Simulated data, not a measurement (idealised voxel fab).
A process module follows: voxel lift off.
Shown is cross-section cut, with a width of 210 nm and square cells of size 5 nm.
Format of a cross-section: grid, square cells. Given as bands. Order: top down. Band: one or more rows of cells. Read a band's entry like this: the first values are the height of its top and the height of its bottom in nm, and what follows is the sequence of materials from left to right, each with its width in nm. Note that "blank" is empty space, and that a single material marked "all across" reaches across the band from edge to edge. Height datum 0, below which the as-received substrate wafer is one material. Lowest band open at the bottom, running downward: "0..down". When a width is written as two numbers, as in "30 to 40", the first number is the width in the top row of cells of the band and the second is the width in its bottom row, and the width changes by the same amount from each row to the next. For the purposes of this document, the phrase "no modification" attached to a step denotes that no cell within the cross-section was modified by that step. Closed empty spaces (no open way to the top) of 8 cells or more are what "Closed voids list" lists, each as width x height at distance from the left edge, nm for all three. The remark found on a step's line after its settings is issued by the simulator itself and pertains to that step. A step's line can hold "overlay nm"; with a mask on that step, the setting says how far right of the planned place the mask lay, while a negative setting says it lay to the left.

Steps in the process plan:
1 RECEIVE (material Si)
2 CONFORMAL_DEP (material Al2O3; thk nm 15)
3 PATTERN (tone open; mask id LINES; material resist; width nm 30; pitch nm 50; thk nm 30; overlay nm 0)
4 DIRECTIONAL_DEP (material Ru; thk nm 15)
5 STRIP (etch materials resist)
6 CONFORMAL_DEP (material SiO2; thk nm 10)

Cross-section of the wafer at receipt, which is the condition after step 1:
0..down | Si all across
Closed voids list: none

Sectioned view, first of two wafers, at the close of the module, processed as intended in the plan:
40..30 | blank=30  SiO2=150  blank=30
30..25 | blank=30  SiO2=10  Ru=30  SiO2=20  Ru=30  SiO2=20  Ru=30  SiO2=10  blank=30
25..15 | SiO2=40  Ru=30  SiO2=20  Ru=30  SiO2=20  Ru=30  SiO2=40
15..0 | Al2O3 all across
0..down | Si all across
Closed voids list: none

Second wafer through the module, sectioned at the end: same beginning and same plan as the first wafer, with one mistake in carrying it out:
30..20 | blank=30  SiO2=150  blank=30
20..15 | blank=30  SiO2=10  Ru=30  SiO2=20  Ru=30  SiO2=20  Ru=30  SiO2=10  blank=30
15..5 | SiO2=40  Ru=30  SiO2=20  Ru=30  SiO2=20  Ru=30  SiO2=40
5..0 | Al2O3 all across
0..down | Si all across
Closed voids list: none
So what did we get wrong on this run? contrary to plan, step 2 was performed as CONFORMAL_DEP (material Al2O3; thk nm 5)
Final comparison by cell count, materials where the second wafer has more or fewer than the first: Al2O3: 84 fewer
